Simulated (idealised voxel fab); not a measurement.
process module | voxel self aligned vias
285 nm wide, 5 nm square cells: that's cross-section cut.
Cross-section, as written here: a square-cell grid given band by band from the top down, where a band holds one or more rows of cells. Each band's line starts with the height of the band's top and of its bottom, in nm. Then come its materials from left to right, each with its width in nm. One material with "edge to edge" fills the band from edge to edge. "blank" is empty space. Measure heights from 0. That's the level where, below it, the as-received wafer is all one material. The lowest band is bottomless and extends downward; write it as in "0 -> down". Width: "30 to 40" (first number = top row, second number = bottom row, same change from row to row of cells). Take "no alterations made" at face value: in the step it is given for, the cross-section changed in none of its cells. Each empty space that has no open way to the top and spans at least 8 cells appears under "Closed internal voids" as width x height at distance, the distance counted from the left edge, all in nm. That trailing text on a step's line, after the settings, is the simulator's own remark on the step. You can add "overlay nm" to a step's line. For a step with a mask, it describes how far the mask lay to the right of its planned position, and a negative number describes a lay to the left.
Planned process steps:
1 RECEIVE [material Si]
2 CONFORMAL_DEP [material SiO2] [thk nm 15]
3 CONFORMAL_DEP [material SiCN] [thk nm 5]
4 DIRECTIONAL_DEP [material lowk] [thk nm 25]
5 MASKED_ETCH [tone open] [mask id LINES] [width nm 30] [pitch nm 60] [etch materials lowk] [depth nm 25] [overlay nm 0]
6 CONFORMAL_DEP [material TiN] [thk nm 5]
7 FILL_DEP [material W] [thk nm 10]
8 CMP [height nm 45]
9 SELECTIVE_ETCH [etch materials W Ru TiN] [depth nm 5]
10 FILL_DEP [material SiN] [thk nm 5]
11 CMP [height nm 45]
12 DIRECTIONAL_DEP [material lowk] [thk nm 20]
13 MASKED_ETCH [tone open] [mask id VIAS] [width nm 40] [pitch nm 60] [etch materials lowk] [depth nm 20] [overlay nm 0]
14 MASKED_ETCH [tone open] [mask id VIAS] [width nm 40] [pitch nm 60] [etch materials SiN] [depth nm 5] [overlay nm 0]
15 CONFORMAL_DEP [material TiN] [thk nm 5]
16 FILL_DEP [material Cu] [thk nm 5]
17 CMP [height nm 65]
18 CONFORMAL_DEP [material SiCN] [thk nm 5]
What follows covers the first of two wafers; it ran as planned:
Incoming wafer, cross-sectional view, post step 1:
- 0 -> down | Si edge to edge
- Closed internal voids: none
Cross-section of the wafer after step 2:
- 15 -> 0 | SiO2 edge to edge
- Below 0, the layers are the same as they were.
Cross-section of the wafer after step 3:
- 20 -> 15 | SiCN edge to edge
- Below 15, the layers are the same as they were.
Cross-section of the wafer after step 4:
- 45 -> 20 | lowk edge to edge
- Below 20, the layers are the same as they were.
Cross-section of the wafer after step 5:
- 45 -> 20 | lowk 65 nm, blank 30 nm, lowk 30 nm, blank 30 nm, lowk 30 nm, blank 30 nm, lowk 70 nm
- Below 20, the layers are the same as they were.
Cross-section of the wafer after step 6:
- 50 -> 45 | TiN 70 nm, blank 20 nm, TiN 40 nm, blank 20 nm, TiN 40 nm, blank 20 nm, TiN 75 nm
- 45 -> 25 | lowk 65 nm, TiN 5 nm, blank 20 nm, TiN 5 nm, lowk 30 nm, TiN 5 nm, blank 20 nm, TiN 5 nm, lowk 30 nm, TiN 5 nm, blank 20 nm, TiN 5 nm, lowk 70 nm
- 25 -> 20 | lowk 65 nm, TiN 30 nm, lowk 30 nm, TiN 30 nm, lowk 30 nm, TiN 30 nm, lowk 70 nm
- Below 20, the layers are the same as they were.
Cross-section of the wafer after step 7:
- 60 -> 50 | W edge to edge
- 50 -> 45 | TiN 70 nm, W 20 nm, TiN 40 nm, W 20 nm, TiN 40 nm, W 20 nm, TiN 75 nm
- 45 -> 25 | lowk 65 nm, TiN 5 nm, W 20 nm, TiN 5 nm, lowk 30 nm, TiN 5 nm, W 20 nm, TiN 5 nm, lowk 30 nm, TiN 5 nm, W 20 nm, TiN 5 nm, lowk 70 nm
- Below 25, the layers are the same as they were.
Cross-section of the wafer after step 8:
- 45 -> 25 | lowk 65 nm, TiN 5 nm, W 20 nm, TiN 5 nm, lowk 30 nm, TiN 5 nm, W 20 nm, TiN 5 nm, lowk 30 nm, TiN 5 nm, W 20 nm, TiN 5 nm, lowk 70 nm
- Below 25, the layers are the same as they were.
Cross-section of the wafer after step 9:
- 45 -> 40 | lowk 65 nm, blank 30 nm, lowk 30 nm, blank 30 nm, lowk 30 nm, blank 30 nm, lowk 70 nm
- Below 40, the layers are the same as they were.
Cross-section of the wafer after step 10:
- 50 -> 45 | SiN edge to edge
- 45 -> 40 | lowk 65 nm, SiN 30 nm, lowk 30 nm, SiN 30 nm, lowk 30 nm, SiN 30 nm, lowk 70 nm
- Below 40, the layers are the same as they were.
Cross-section of the wafer after step 11:
- 45 -> 40 | lowk 65 nm, SiN 30 nm, lowk 30 nm, SiN 30 nm, lowk 30 nm, SiN 30 nm, lowk 70 nm
- Below 40, the layers are the same as they were.
Cross-section of the wafer after step 12:
- 65 -> 45 | lowk edge to edge
- Below 45, the layers are the same as they were.
Cross-section of the wafer after step 13:
- 65 -> 45 | lowk 60 nm, blank 40 nm, lowk 20 nm, blank 40 nm, lowk 20 nm, blank 40 nm, lowk 65 nm
- Below 45, the layers are the same as they were.
Cross-section of the wafer after step 14:
- 65 -> 45 | lowk 60 nm, blank 40 nm, lowk 20 nm, blank 40 nm, lowk 20 nm, blank 40 nm, lowk 65 nm
- 45 -> 40 | lowk 65 nm, blank 30 nm, lowk 30 nm, blank 30 nm, lowk 30 nm, blank 30 nm, lowk 70 nm
- Below 40, the layers are the same as they were.
Cross-section of the wafer after step 15:
- 70 -> 65 | TiN 65 nm, blank 30 nm, TiN 30 nm, blank 30 nm, TiN 30 nm, blank 30 nm, TiN 70 nm
- 65 -> 50 | lowk 60 nm, TiN 5 nm, blank 30 nm, TiN 5 nm, lowk 20 nm, TiN 5 nm, blank 30 nm, TiN 5 nm, lowk 20 nm, TiN 5 nm, blank 30 nm, TiN 5 nm, lowk 65 nm
- 50 -> 45 | lowk 60 nm, TiN 10 nm, blank 20 nm, TiN 10 nm, lowk 20 nm, TiN 10 nm, blank 20 nm, TiN 10 nm, lowk 20 nm, TiN 10 nm, blank 20 nm, TiN 10 nm, lowk 65 nm
- 45 -> 40 | lowk 65 nm, TiN 30 nm, lowk 30 nm, TiN 30 nm, lowk 30 nm, TiN 30 nm, lowk 70 nm
- Below 40, the layers are the same as they were.
Cross-section of the wafer after step 16:
- 75 -> 70 | Cu edge to edge
- 70 -> 65 | TiN 65 nm, Cu 30 nm, TiN 30 nm, Cu 30 nm, TiN 30 nm, Cu 30 nm, TiN 70 nm
- 65 -> 50 | lowk 60 nm, TiN 5 nm, Cu 30 nm, TiN 5 nm, lowk 20 nm, TiN 5 nm, Cu 30 nm, TiN 5 nm, lowk 20 nm, TiN 5 nm, Cu 30 nm, TiN 5 nm, lowk 65 nm
- 50 -> 45 | lowk 60 nm, TiN 10 nm, Cu 20 nm, TiN 10 nm, lowk 20 nm, TiN 10 nm, Cu 20 nm, TiN 10 nm, lowk 20 nm, TiN 10 nm, Cu 20 nm, TiN 10 nm, lowk 65 nm
- Below 45, the layers are the same as they were.
Cross-section of the wafer after step 17:
- 65 -> 50 | lowk 60 nm, TiN 5 nm, Cu 30 nm, TiN 5 nm, lowk 20 nm, TiN 5 nm, Cu 30 nm, TiN 5 nm, lowk 20 nm, TiN 5 nm, Cu 30 nm, TiN 5 nm, lowk 65 nm
- Below 50, the layers are the same as they were.
Cross-section of the wafer after step 18:
- 70 -> 65 | SiCN edge to edge
- Below 65, the layers are the same as they were.
The remaining wafer, second of the two, started like the first and was run to the same plan, except that one mistake was made along the way; the two coincide through step 4, inclusive:
Cross-section: second wafer, time at which step 5 was scheduled to end:
- 45 -> 20 | blank 65 nm, lowk 30 nm, blank 30 nm, lowk 30 nm, blank 30 nm, lowk 30 nm, blank 70 nm
- Below 20, the layers are the same as they were.
Cross-section: second wafer, time at which step 6 was scheduled to end:
- 50 -> 45 | blank 60 nm, TiN 40 nm, blank 20 nm, TiN 40 nm, blank 20 nm, TiN 40 nm, blank 65 nm
- 45 -> 25 | blank 60 nm, TiN 5 nm, lowk 30 nm, TiN 5 nm, blank 20 nm, TiN 5 nm, lowk 30 nm, TiN 5 nm, blank 20 nm, TiN 5 nm, lowk 30 nm, TiN 5 nm, blank 65 nm
- 25 -> 20 | TiN 65 nm, lowk 30 nm, TiN 30 nm, lowk 30 nm, TiN 30 nm, lowk 30 nm, TiN 70 nm
- Below 20, the layers are the same as they were.
Cross-section: second wafer, time at which step 7 was scheduled to end:
- 60 -> 50 | W edge to edge
- 50 -> 45 | W 60 nm, TiN 40 nm, W 20 nm, TiN 40 nm, W 20 nm, TiN 40 nm, W 65 nm
- 45 -> 25 | W 60 nm, TiN 5 nm, lowk 30 nm, TiN 5 nm, W 20 nm, TiN 5 nm, lowk 30 nm, TiN 5 nm, W 20 nm, TiN 5 nm, lowk 30 nm, TiN 5 nm, W 65 nm
- Below 25, the layers are the same as they were.
Cross-section: second wafer, time at which step 8 was scheduled to end:
- 45 -> 25 | W 60 nm, TiN 5 nm, lowk 30 nm, TiN 5 nm, W 20 nm, TiN 5 nm, lowk 30 nm, TiN 5 nm, W 20 nm, TiN 5 nm, lowk 30 nm, TiN 5 nm, W 65 nm
- Below 25, the layers are the same as they were.
Cross-section: second wafer, time at which step 9 was scheduled to end:
- 45 -> 40 | blank 65 nm, lowk 30 nm, blank 30 nm, lowk 30 nm, blank 30 nm, lowk 30 nm, blank 70 nm
- Below 40, the layers are the same as they were.
Cross-section: second wafer, time at which step 10 was scheduled to end:
- 50 -> 45 | SiN edge to edge
- 45 -> 40 | SiN 65 nm, lowk 30 nm, SiN 30 nm, lowk 30 nm, SiN 30 nm, lowk 30 nm, SiN 70 nm
- Below 40, the layers are the same as they were.
Cross-section: second wafer, time at which step 11 was scheduled to end:
- 45 -> 40 | SiN 65 nm, lowk 30 nm, SiN 30 nm, lowk 30 nm, SiN 30 nm, lowk 30 nm, SiN 70 nm
- Below 40, the layers are the same as they were.
Cross-section: second wafer, time at which step 12 was scheduled to end:
- 65 -> 45 | lowk edge to edge
- Below 45, the layers are the same as they were.
Cross-section: second wafer, time at which step 13 was scheduled to end:
- 65 -> 45 | lowk 60 nm, blank 40 nm, lowk 20 nm, blank 40 nm, lowk 20 nm, blank 40 nm, lowk 65 nm
- Below 45, the layers are the same as they were.
Cross-section: second wafer, time at which step 14 was scheduled to end:
- 65 -> 45 | lowk 60 nm, blank 40 nm, lowk 20 nm, blank 40 nm, lowk 20 nm, blank 40 nm, lowk 65 nm
- 45 -> 40 | SiN 60 nm, blank 5 nm, lowk 30 nm, blank 5 nm, SiN 20 nm, blank 5 nm, lowk 30 nm, blank 5 nm, SiN 20 nm, blank 5 nm, lowk 30 nm, blank 5 nm, SiN 65 nm
- Below 40, the layers are the same as they were.
Cross-section: second wafer, time at which step 15 was scheduled to end:
- 70 -> 65 | TiN 65 nm, blank 30 nm, TiN 30 nm, blank 30 nm, TiN 30 nm, blank 30 nm, TiN 70 nm
- 65 -> 50 | lowk 60 nm, TiN 5 nm, blank 30 nm, TiN 5 nm, lowk 20 nm, TiN 5 nm, blank 30 nm, TiN 5 nm, lowk 20 nm, TiN 5 nm, blank 30 nm, TiN 5 nm, lowk 65 nm
- 50 -> 45 | lowk 60 nm, TiN 40 nm, lowk 20 nm, TiN 40 nm, lowk 20 nm, TiN 40 nm, lowk 65 nm
- 45 -> 40 | SiN 60 nm, TiN 5 nm, lowk 30 nm, TiN 5 nm, SiN 20 nm, TiN 5 nm, lowk 30 nm, TiN 5 nm, SiN 20 nm, TiN 5 nm, lowk 30 nm, TiN 5 nm, SiN 65 nm
- Below 40, the layers are the same as they were.
Cross-section: second wafer, time at which step 16 was scheduled to end:
- 75 -> 70 | Cu edge to edge
- 70 -> 65 | TiN 65 nm, Cu 30 nm, TiN 30 nm, Cu 30 nm, TiN 30 nm, Cu 30 nm, TiN 70 nm
- 65 -> 50 | lowk 60 nm, TiN 5 nm, Cu 30 nm, TiN 5 nm, lowk 20 nm, TiN 5 nm, Cu 30 nm, TiN 5 nm, lowk 20 nm, TiN 5 nm, Cu 30 nm, TiN 5 nm, lowk 65 nm
- Below 50, the layers are the same as they were.
Cross-section: second wafer, time at which step 17 was scheduled to end:
- 65 -> 50 | lowk 60 nm, TiN 5 nm, Cu 30 nm, TiN 5 nm, lowk 20 nm, TiN 5 nm, Cu 30 nm, TiN 5 nm, lowk 20 nm, TiN 5 nm, Cu 30 nm, TiN 5 nm, lowk 65 nm
- Below 50, the layers are the same as they were.
Cross-section: second wafer, time at which step 18 was scheduled to end:
- 70 -> 65 | SiCN edge to edge
- Below 65, the layers are the same as they were.
So what did we get wrong on this run? step 5 was not run as planned; what actually ran was MASKED_ETCH [tone cover] [mask id LINES] [width nm 30] [pitch nm 60] [etch materials lowk] [depth nm 25] [overlay nm 0]
It is noted that, at the conclusion of processing, the second wafer exhibits a higher or lower cell count for certain materials relative to the first: -12 Cu | +33 SiN | +21 TiN | +63 W | -105 lowk
